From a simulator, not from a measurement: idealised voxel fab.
Name of the process module below: voxel tone inversion
For reference, the cross-section in this document is cut, with width 285 nm and square cells of 5 nm.
This document writes a cross-section as a grid whose cells are square, and gives it as bands, listed from the top down; one or more rows of cells form a band. Heads up on the band format: heights come first, top then bottom, in nm. After that it's the materials left to right, each with its width in nm. A single material flagged "everywhere" fills the whole band edge to edge, and "blank" means there's empty space there. Zero point of the height axis is 0; under it, received wafer = one material. Lowest band: continues down indefinitely, "0 and below". The expression "30..40" gives the width at the extremes of the band, the first number at its top row of cells and the second at its bottom row, with the width changing by equal amounts from each row to the next in between. Step marked "all unchanged"? Then no cell in the cross-section changed in it. Heads up: "Internal closed voids" only lists the empty pockets with no open path to the top that are 8 cells or more, and it writes them as width x height at distance, distance from the left edge, in nm. On each step's line, the part that comes after the settings is the simulator's own comment on the step. For masked steps, "overlay nm" on the step line gives how far right of plan the mask actually lay; a minus sign means it lay to the left.

-- Process steps (planned)
1) RECEIVE | material Si
2) CONFORMAL_DEP | material SiN | thk nm 5
3) DIRECTIONAL_DEP | material aC | thk nm 20
4) PATTERN | tone cover | mask id POSTS | material resist | width nm 15 | pitch nm 45 | thk nm 30 | overlay nm -15
5) DIRECTIONAL_ETCH | etch materials aC | depth nm 20
6) STRIP | etch materials resist
7) FILL_DEP | material lowk | thk nm 10
8) CMP | height nm 25
9) STRIP | etch materials aC
Don't read the plan's overlay nm for step 4 as applying to every wafer: that's the first wafer's value, and the wafers differ in it, though they all start identical.

-- After step 1, as received: first of several wafers, cross-section
    0 and below | Si everywhere
    Internal closed voids: none

-- Note: the following table is arranged by wafer, a row apiece. Each row reports the end-of-module state: per material, cells gained (+) or cells lost (-) compared with the wafer as received; closed voids follow
overlay nm -15, +57 SiN, +204 lowk, Internal closed voids: none
overlay nm -10, +57 SiN, +204 lowk, Internal closed voids: none
overlay nm -5, +57 SiN, +204 lowk, Internal closed voids: none
overlay nm 0, +57 SiN, +204 lowk, Internal closed voids: none
overlay nm 5, +57 SiN, +204 lowk, Internal closed voids: none
overlay nm 10, +57 SiN, +204 lowk, Internal closed voids: none
overlay nm 15, +57 SiN, +204 lowk, Internal closed voids: none
